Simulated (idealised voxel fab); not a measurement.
Process module heading - voxel lift off
It is cross-section cut that appears here, measuring 245 nm in width, its square cells being 5 nm in size.
The cross-sections in this document take the form of a grid made of square cells. They are written out as bands, in order from top to bottom. Each band consists of one or more rows of cells.
Heads up on the band format: heights come first, top then bottom, in nm. After that it's the materials left to right, each with its width in nm. A single material flagged "everywhere" fills the whole band edge to edge, and "empty" means there's empty space there.
Note: height 0 marks the level under which the wafer is uniformly one material as received. Lowest band unbounded below, written "0..down".
With a width like "30 to 40", each row of cells in the band differs from the next by the same amount, the top row carrying the first number and the bottom row the second.
A step reported as "no change occurred" is a step in which no cell of the cross-section changed.
Listed in "Completely sealed voids": every empty space of 8 or more cells without an open way to the top. Form: width x height at distance, the distance being from the left edge, all in nm.
after a step's settings: what the simulator itself notes on the step
A step's line can hold "overlay nm"; with a mask on that step, the setting says how far right of the planned place the mask lay, while a negative setting says it lay to the left.
Process steps - plan:
- 1: RECEIVE with material Si
- 2: CONFORMAL_DEP with material Al2O3, thk nm 5
- 3: PATTERN with tone open, mask id LINES, material resist, width nm 25, pitch nm 45, thk nm 20, overlay nm 0
- 4: DIRECTIONAL_DEP with material Ru, thk nm 5
- 5: STRIP with etch materials resist
- 6: CONFORMAL_DEP with material SiO2, thk nm 10
First of two wafers - as planned:
As-received wafer cross-section (after step 1):
> 0..down | Si everywhere
> Completely sealed voids: none
After step 2:
> 5..0 | Al2O3 everywhere
> No changes below 0.
After step 3:
> 25..5 | resist: 40 | empty: 25 | resist: 20 | empty: 25 | resist: 20 | empty: 25 | resist: 20 | empty: 25 | resist: 45
> No changes below 5.
After step 4:
> 30..25 | Ru: 40 | empty: 25 | Ru: 20 | empty: 25 | Ru: 20 | empty: 25 | Ru: 20 | empty: 25 | Ru: 45
> 25..10 | resist: 40 | empty: 25 | resist: 20 | empty: 25 | resist: 20 | empty: 25 | resist: 20 | empty: 25 | resist: 45
> 10..5 | resist: 40 | Ru: 25 | resist: 20 | Ru: 25 | resist: 20 | Ru: 25 | resist: 20 | Ru: 25 | resist: 45
> No changes below 5.
After step 5:
> 10..5 | empty: 40 | Ru: 25 | empty: 20 | Ru: 25 | empty: 20 | Ru: 25 | empty: 20 | Ru: 25 | empty: 45
> No changes below 5.
After step 6:
> 20..15 | empty: 30 | SiO2: 180 | empty: 35
> 15..10 | SiO2 everywhere
> 10..5 | SiO2: 40 | Ru: 25 | SiO2: 20 | Ru: 25 | SiO2: 20 | Ru: 25 | SiO2: 20 | Ru: 25 | SiO2: 45
> No changes below 5.
Second wafer: like start, like plan, one mistake. Through step 2 it matches the first wafer:
When step 3 should have ended:
> 25..5 | resist: 35 | empty: 25 | resist: 20 | empty: 25 | resist: 20 | empty: 25 | resist: 20 | empty: 25 | resist: 50
> No changes below 5.
When step 4 should have ended:
> 30..25 | Ru: 35 | empty: 25 | Ru: 20 | empty: 25 | Ru: 20 | empty: 25 | Ru: 20 | empty: 25 | Ru: 50
> 25..10 | resist: 35 | empty: 25 | resist: 20 | empty: 25 | resist: 20 | empty: 25 | resist: 20 | empty: 25 | resist: 50
> 10..5 | resist: 35 | Ru: 25 | resist: 20 | Ru: 25 | resist: 20 | Ru: 25 | resist: 20 | Ru: 25 | resist: 50
> No changes below 5.
When step 5 should have ended:
> 10..5 | empty: 35 | Ru: 25 | empty: 20 | Ru: 25 | empty: 20 | Ru: 25 | empty: 20 | Ru: 25 | empty: 50
> No changes below 5.
When step 6 should have ended:
> 20..15 | empty: 25 | SiO2: 180 | empty: 40
> 15..10 | SiO2 everywhere
> 10..5 | SiO2: 35 | Ru: 25 | SiO2: 20 | Ru: 25 | SiO2: 20 | Ru: 25 | SiO2: 20 | Ru: 25 | SiO2: 50
> No changes below 5.
What was done differently from what was planned? it should be noted that step 3 was executed with settings other than those planned, the operation and settings actually applied being PATTERN with tone open, mask id LINES, material resist, width nm 25, pitch nm 45, thk nm 20, overlay nm -5
Same inventory, different map: at the end, the second wafer holds as many cells of each material as the first, placed elsewhere.
